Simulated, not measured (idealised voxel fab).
The process module that follows is named voxel transistor to metal.
It is cross-section cut that appears here, measuring 300 nm in width, its square cells being 5 nm in size.
For the purposes of this document, a cross-section shall be understood as a grid of square cells, specified as bands listed in top-to-bottom order, each band consisting of one or more rows of cells. A band entry consists of two parts. The first gives the height of the band's top and the height of its bottom, in nm. The rest lists the band's materials from left to right, each with its width in nm. A single material labelled with the word "throughout" fills the band from edge to edge, and the word "blank" marks empty space. The level at which height equals 0 is the one under which the wafer, as it arrives, is entirely one material. No lower edge exists for the bottom band, which continues downward and is notated as in "from 0 down". Width "30->40": first value at the band's top row of cells, second value at its bottom row, equal change from row to row. A step reported as "everything unchanged" is a step in which no cell of the cross-section changed. In the "Cavities, sealed" entry, you get each enclosed empty space of 8 cells or more, one with no open way to the top, written width x height at distance, distance from the left edge, in nm. Text after the settings on a step's line: the simulator's own remark on that step. Each step line may optionally specify "overlay nm", which for a step with a mask gives the rightward distance between the mask's planned place and where it lay, a negative value indicating the leftward direction.

## So here's the lineup of process steps we planned
1,RECEIVE,material Si
2,OXIDIZE,depth nm 5
3,CONFORMAL_DEP,material SiN,thk nm 10
4,MASKED_ETCH,tone cover,mask id ACTIVE,width nm 110,pitch nm 130,etch materials SiN,depth nm 10,overlay nm 0
5,MASKED_ETCH,tone cover,mask id ACTIVE,width nm 110,pitch nm 130,etch materials SiO2,depth nm 5,overlay nm 0
6,MASKED_ETCH,tone cover,mask id ACTIVE,width nm 110,pitch nm 130,etch materials Si,depth nm 20,overlay nm 0
7,FILL_DEP,material SiO2,thk nm 5
8,CMP,height nm 10
9,SELECTIVE_ETCH,etch materials SiO2,depth nm 10
10,STRIP,etch materials SiN
11,SELECTIVE_ETCH,etch materials SiO2,depth nm 5
12,OXIDIZE,depth nm 5
13,DIRECTIONAL_DEP,material polySi,thk nm 20
14,DIRECTIONAL_DEP,material SiCN,thk nm 10
15,DIRECTIONAL_DEP,material aC,thk nm 15
16,PATTERN,tone cover,mask id GATE,material resist,width nm 30,pitch nm 130,thk nm 30,overlay nm 0
17,DIRECTIONAL_ETCH,etch materials aC,depth nm 15
18,STRIP,etch materials resist
19,DIRECTIONAL_ETCH,etch materials SiCN,depth nm 20
20,DIRECTIONAL_ETCH,etch materials polySi,depth nm 30
21,STRIP,etch materials aC
22,CONFORMAL_DEP,material SiO2,thk nm 5
23,DIRECTIONAL_ETCH,etch materials SiO2,depth nm 5
24,CONFORMAL_DEP,material SiN,thk nm 5
25,DIRECTIONAL_ETCH,etch materials SiN,depth nm 5
26,DIRECTIONAL_ETCH,etch materials SiO2,depth nm 5
27,DIRECTIONAL_ETCH,etch materials Si,depth nm 15
28,EPI,material SiGe,thk nm 15
29,FILL_DEP,material SiO2,thk nm 10
30,CMP,height nm 15
31,STRIP,etch materials polySi
32,SELECTIVE_ETCH,etch materials SiO2,depth nm 5
33,CONFORMAL_DEP,material HfO2,thk nm 5
34,CONFORMAL_DEP,material TiN,thk nm 5
35,FILL_DEP,material W,thk nm 10
36,CMP,height nm 10
37,DIRECTIONAL_DEP,material SiO2,thk nm 10
38,MASKED_ETCH,tone open,mask id CONTACT,width nm 15,etch materials SiO2,depth nm 30,overlay nm 0
39,CONFORMAL_DEP,material TiN,thk nm 5
40,FILL_DEP,material W,thk nm 5
41,CMP,height nm 20
42,CONFORMAL_DEP,material SiCN,thk nm 5
43,DIRECTIONAL_DEP,material SiO2,thk nm 15
44,DIRECTIONAL_DEP,material aC,thk nm 15
45,PATTERN,tone open,mask id METAL_1,material resist,width nm 15,thk nm 35,overlay nm 0
46,DIRECTIONAL_ETCH,etch materials aC,depth nm 15
47,STRIP,etch materials resist
48,DIRECTIONAL_ETCH,etch materials SiO2,depth nm 15
49,DIRECTIONAL_ETCH,etch materials SiCN,depth nm 5
50,STRIP,etch materials aC
51,CONFORMAL_DEP,material TiN,thk nm 5
52,FILL_DEP,material W,thk nm 10
53,CMP,height nm 40
54,CONFORMAL_DEP,material SiN,thk nm 5

## Cross-sectional view of the wafer in its as-received condition, corresponding to the state after step 1
	from 0 down  Si throughout
	Cavities, sealed: none

## Run as planned - first of the two wafers cross-sectioned at the end of the module
	from 45 to 40  SiN throughout
	from 40 to 25  40 nm SiO2  5 nm TiN  5 nm W  5 nm TiN  60 nm SiO2  5 nm TiN  5 nm W  5 nm TiN  40 nm SiO2  5 nm TiN  5 nm W  5 nm TiN  60 nm SiO2  5 nm TiN  5 nm W  5 nm TiN  40 nm SiO2
	from 25 to 20  40 nm SiCN  15 nm TiN  60 nm SiCN  15 nm TiN  40 nm SiCN  15 nm TiN  60 nm SiCN  15 nm TiN  40 nm SiCN
	from 20 to 10  40 nm SiO2  5 nm TiN  5 nm W  5 nm TiN  60 nm SiO2  5 nm TiN  5 nm W  5 nm TiN  40 nm SiO2  5 nm TiN  5 nm W  5 nm TiN  60 nm SiO2  5 nm TiN  5 nm W  5 nm TiN  40 nm SiO2
	from 10 to 5  40 nm SiO2  15 nm TiN  5 nm SiO2  5 nm SiN  5 nm HfO2  5 nm TiN  20 nm W  5 nm TiN  5 nm HfO2  5 nm SiN  5 nm SiO2  15 nm TiN  40 nm SiO2  15 nm TiN  5 nm SiO2  5 nm SiN  5 nm HfO2  5 nm TiN  20 nm W  5 nm TiN  5 nm HfO2  5 nm SiN  5 nm SiO2  15 nm TiN  40 nm SiO2
	from 5 to 0  40 nm SiO2  5 nm TiN  15 nm SiGe  5 nm SiN  5 nm HfO2  5 nm TiN  20 nm W  5 nm TiN  5 nm HfO2  5 nm SiN  15 nm SiGe  5 nm TiN  40 nm SiO2  5 nm TiN  15 nm SiGe  5 nm SiN  5 nm HfO2  5 nm TiN  20 nm W  5 nm TiN  5 nm HfO2  5 nm SiN  15 nm SiGe  5 nm TiN  40 nm SiO2
	from 0 to -5  40 nm SiO2  5 nm TiN  15 nm SiGe  5 nm SiN  5 nm HfO2  30 nm TiN  5 nm HfO2  5 nm SiN  15 nm SiGe  5 nm TiN  40 nm SiO2  5 nm TiN  15 nm SiGe  5 nm SiN  5 nm HfO2  30 nm TiN  5 nm HfO2  5 nm SiN  15 nm SiGe  5 nm TiN  40 nm SiO2
	from -5 to -10  40 nm SiO2  5 nm TiN  15 nm SiGe  5 nm SiO2  40 nm HfO2  5 nm SiO2  15 nm SiGe  5 nm TiN  40 nm SiO2  5 nm TiN  15 nm SiGe  5 nm SiO2  40 nm HfO2  5 nm SiO2  15 nm SiGe  5 nm TiN  40 nm SiO2
	from -10 to -25  30 nm SiO2  30 nm SiGe  50 nm Si  30 nm SiGe  20 nm SiO2  30 nm SiGe  50 nm Si  30 nm SiGe  30 nm SiO2
	from -25 down  Si throughout
	Cavities, sealed: none

## Wafer two, end of module, cross-section. Same start, same plan as wafer one. One mistake in the run
	from 45 to 40  SiN throughout
	from 40 to 35  45 nm TiN  5 nm W  70 nm TiN  5 nm W  50 nm TiN  5 nm W  70 nm TiN  5 nm W  45 nm TiN
	from 35 to 25  40 nm SiO2  5 nm TiN  5 nm W  5 nm TiN  60 nm SiO2  5 nm TiN  5 nm W  5 nm TiN  40 nm SiO2  5 nm TiN  5 nm W  5 nm TiN  60 nm SiO2  5 nm TiN  5 nm W  5 nm TiN  40 nm SiO2
	from 25 to 20  40 nm SiCN  15 nm TiN  60 nm SiCN  15 nm TiN  40 nm SiCN  15 nm TiN  60 nm SiCN  15 nm TiN  40 nm SiCN
	from 20 to 10  40 nm SiO2  5 nm TiN  5 nm W  5 nm TiN  60 nm SiO2  5 nm TiN  5 nm W  5 nm TiN  40 nm SiO2  5 nm TiN  5 nm W  5 nm TiN  60 nm SiO2  5 nm TiN  5 nm W  5 nm TiN  40 nm SiO2
	from 10 to 5  40 nm SiO2  15 nm TiN  5 nm SiO2  5 nm SiN  5 nm HfO2  5 nm TiN  20 nm W  5 nm TiN  5 nm HfO2  5 nm SiN  5 nm SiO2  15 nm TiN  40 nm SiO2  15 nm TiN  5 nm SiO2  5 nm SiN  5 nm HfO2  5 nm TiN  20 nm W  5 nm TiN  5 nm HfO2  5 nm SiN  5 nm SiO2  15 nm TiN  40 nm SiO2
	from 5 to 0  40 nm SiO2  5 nm TiN  15 nm SiGe  5 nm SiN  5 nm HfO2  5 nm TiN  20 nm W  5 nm TiN  5 nm HfO2  5 nm SiN  15 nm SiGe  5 nm TiN  40 nm SiO2  5 nm TiN  15 nm SiGe  5 nm SiN  5 nm HfO2  5 nm TiN  20 nm W  5 nm TiN  5 nm HfO2  5 nm SiN  15 nm SiGe  5 nm TiN  40 nm SiO2
	from 0 to -5  40 nm SiO2  5 nm TiN  15 nm SiGe  5 nm SiN  5 nm HfO2  30 nm TiN  5 nm HfO2  5 nm SiN  15 nm SiGe  5 nm TiN  40 nm SiO2  5 nm TiN  15 nm SiGe  5 nm SiN  5 nm HfO2  30 nm TiN  5 nm HfO2  5 nm SiN  15 nm SiGe  5 nm TiN  40 nm SiO2
	from -5 to -10  40 nm SiO2  5 nm TiN  15 nm SiGe  5 nm SiO2  40 nm HfO2  5 nm SiO2  15 nm SiGe  5 nm TiN  40 nm SiO2  5 nm TiN  15 nm SiGe  5 nm SiO2  40 nm HfO2  5 nm SiO2  15 nm SiGe  5 nm TiN  40 nm SiO2
	from -10 to -25  30 nm SiO2  30 nm SiGe  50 nm Si  30 nm SiGe  20 nm SiO2  30 nm SiGe  50 nm Si  30 nm SiGe  30 nm SiO2
	from -25 down  Si throughout
	Cavities, sealed: none
Short version of what went wrong: step 43 went in with a setting other than planned; the actual run was DIRECTIONAL_DEP,material SiO2,thk nm 10
Counted in cells at the end, the second wafer holds more or fewer of these materials than the first: 48 fewer of SiO2, 48 more of TiN
